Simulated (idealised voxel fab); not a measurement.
Process module heading - voxel plated lines
The cross-section on display is named cut; it measures 195 nm wide, and its cells are 5 nm squares.
If you're reading a cross-section in this doc, picture square cells in a grid; it comes to you as bands, top ones listed first down to the bottom, and a band can be one or more rows of cells.
Read a band's entry like this: the first values are the height of its top and the height of its bottom in nm, and what follows is the sequence of materials from left to right, each with its width in nm. Note that "air" is empty space, and that a single material marked "everywhere" reaches across the band from edge to edge.
All heights in this document are referenced to 0, defined as the level beneath which the wafer, as received, consists entirely of one material. The lowest band is not bounded below; it extends indefinitely downward and is written in the form "from 0 down".
A width such as "30..40" changes by the same amount from each row of cells to the next, from the band's top row to its bottom row.
"no modifications" (step): cross-section cells unchanged, all of them.
Enclosed void inventory: empty space of 8 cells or more with no open way to the top, each as width x height at its distance from the left edge, in nm
That trailing text on a step's line, after the settings, is the simulator's own remark on the step.
The setting "overlay nm" may be written on the line of a step. When the step uses a mask, the value reports how far to the right of the planned place the mask lay, and a negative value reports that it lay to the left.
List of planned process steps
1. RECEIVE: material Si
2. CONFORMAL_DEP: material SiN, thk nm 10
3. DIRECTIONAL_DEP: material TiN, thk nm 5
4. PATTERN: tone open, mask id LINES, material resist, width nm 20, pitch nm 40, thk nm 15, overlay nm 0
5. EPI: material Ru, thk nm 5
6. STRIP: etch materials resist
7. DIRECTIONAL_ETCH: etch materials TiN, depth nm 5
8. CONFORMAL_DEP: material SiCN, thk nm 10
As-received state of the wafer in cross-section, equivalent to post-step 1
- from 0 down  Si everywhere
- Enclosed void inventory: none
End-of-module cross-section of the first of two wafers, processed as planned
- from 30 to 20  air=35; SiCN=120; air=40
- from 20 to 15  SiCN=45; Ru=20; SiCN=20; Ru=20; SiCN=20; Ru=20; SiCN=50
- from 15 to 10  SiCN=45; TiN=20; SiCN=20; TiN=20; SiCN=20; TiN=20; SiCN=50
- from 10 to 0  SiN everywhere
- from 0 down  Si everywhere
- Enclosed void inventory: none
So this is wafer number two of the two, cut at the end of the module - it started where the first did and had the same plan, we just got one thing wrong running it
- from 25 to 15  SiCN everywhere
- from 15 to 10  TiN everywhere
- from 10 to 0  SiN everywhere
- from 0 down  Si everywhere
- Enclosed void inventory: none
Here's what went sideways: it should be noted that step 7 was executed with settings other than those planned, the operation and settings actually applied being DIRECTIONAL_ETCH: etch materials Ru, depth nm 5
The final cell counts differ between the wafers, with the second having more or fewer of some materials than the first: Ru: 12 fewer | SiCN: 24 fewer | TiN: 27 more
